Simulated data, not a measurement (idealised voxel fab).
Presented below is a process module, voxel self aligned contacts.
The cross-section on display is named cut; it measures 225 nm wide, and its cells are 5 nm squares.
Cross-section spec: square-cell grid; bands listed top down; each band is one or more rows.
What a band's entry tells you: where the top is and where the bottom is, as heights in nm, and after that what lies inside, material by material from left to right, each with its width in nm. Empty space is written as the word "empty", and a single material marked with the word "throughout" occupies the band from edge to edge.
Below 0: as-received wafer, all one material; heights counted from there. Lowest band: no bottom, goes on down, written "top 0, no bottom".
Top row gets the first number, bottom row gets the second, and each row in between changes by the same step: that is how a band width like "30..40" works.
Any step labelled "all unchanged" changed none of the cells in the cross-section.
"Closed void register" enumerates empty spaces isolated from the top, with no open way to it, that contain at least 8 cells, giving each as width x height at distance from the left edge, all three in nm.
Where a step's line continues beyond its settings, the continuation is a remark by the simulator itself on that step.
Regarding "overlay nm": on a step with a mask, it is the distance the mask lay to the right of its planned place; a negative value places it to the left.

**The following list gives the planned process steps**
1. RECEIVE: material Si
2. OXIDIZE: depth nm 5
3. DIRECTIONAL_DEP: material polySi, thk nm 30
4. DIRECTIONAL_DEP: material SiN, thk nm 25
5. MASKED_ETCH: tone cover, mask id GATE, width nm 20, pitch nm 75, etch materials SiN, depth nm 25, overlay nm 0
6. MASKED_ETCH: tone cover, mask id GATE, width nm 30, pitch nm 75, etch materials polySi, depth nm 30, overlay nm 0
7. CONFORMAL_DEP: material SiN, thk nm 10
8. DIRECTIONAL_ETCH: etch materials SiN, depth nm 10
9. FILL_DEP: material SiO2, thk nm 10
10. CMP: height nm 60
11. PATTERN: tone open, mask id CONTACT, material resist, width nm 55, pitch nm 75, thk nm 15, overlay nm 0
12. DIRECTIONAL_ETCH: etch materials SiO2, depth nm 65
13. STRIP: etch materials resist
14. CONFORMAL_DEP: material TiN, thk nm 5
15. FILL_DEP: material Ru, thk nm 5
16. CMP: height nm 60
17. CONFORMAL_DEP: material SiCN, thk nm 5
Where the wafers of this document differ is in the width nm of step 5; they start out the same, and the plan states the value that applied to the first wafer.

**As-received state after step 1, first of several wafers, cross-section**
> top 0, no bottom = Si throughout
> Closed void register: none

**Module end state after final step 17: cross-section of the first of several wafers**
> top 65, bottom 60 = SiCN throughout
> top 60, bottom 55 = SiO2 45, TiN 15, Ru 25, TiN 15, SiO2 20, TiN 15, Ru 25, TiN 15, SiO2 50
> top 55, bottom 35 = SiO2 15, SiN 40, TiN 5, Ru 25, TiN 5, SiN 40, TiN 5, Ru 25, TiN 5, SiN 40, SiO2 20
> top 35, bottom 30 = SiO2 15, SiN 40, TiN 10, Ru 15, TiN 10, SiN 40, TiN 10, Ru 15, TiN 10, SiN 40, SiO2 20
> top 30, bottom 0 = SiO2 10, SiN 10, polySi 30, SiN 10, TiN 5, Ru 15, TiN 5, SiN 10, polySi 30, SiN 10, TiN 5, Ru 15, TiN 5, SiN 10, polySi 30, SiN 10, SiO2 15
> top 0, bottom -5 = SiO2 60, TiN 25, SiO2 50, TiN 25, SiO2 65
> top -5, no bottom = Si throughout
> Closed void register: none

**Cross-sectional view of the final wafer of several at the module's end**
> top 65, bottom 60 = SiCN throughout
> top 60, bottom 55 = SiO2 45, TiN 55, SiO2 20, TiN 55, SiO2 50
> top 55, bottom 30 = SiO2 5, SiN 65, TiN 10, SiN 65, TiN 10, SiN 65, SiO2 5
> top 30, bottom 0 = SiO2 5, SiN 10, polySi 45, SiN 10, TiN 10, SiN 10, polySi 45, SiN 10, TiN 10, SiN 10, polySi 45, SiN 10, SiO2 5
> top 0, bottom -5 = SiO2 70, TiN 10, SiO2 65, TiN 10, SiO2 70
> top -5, no bottom = Si throughout
> Closed void register: none

**Rows = wafers. At module end, each row lists per material the cells gained (+) or lost (-) since the wafer was received, then the closed voids**
width nm 20, +92 Ru, -45 Si, +45 SiCN, +192 SiN, +123 SiO2, +70 TiN, +108 polySi, Closed void register: none
width nm 25, +82 Ru, -45 Si, +45 SiCN, +207 SiN, +118 SiO2, +70 TiN, +108 polySi, Closed void register: none
width nm 30, +72 Ru, -45 Si, +45 SiCN, +222 SiN, +113 SiO2, +70 TiN, +108 polySi, Closed void register: none
width nm 35, +48 Ru, -45 Si, +45 SiCN, +237 SiN, +104 SiO2, +70 TiN, +126 polySi, Closed void register: none
width nm 40, +24 Ru, -45 Si, +45 SiCN, +252 SiN, +95 SiO2, +70 TiN, +144 polySi, Closed void register: none
width nm 45, -45 Si, +45 SiCN, +267 SiN, +86 SiO2, +70 TiN, +162 polySi, Closed void register: none
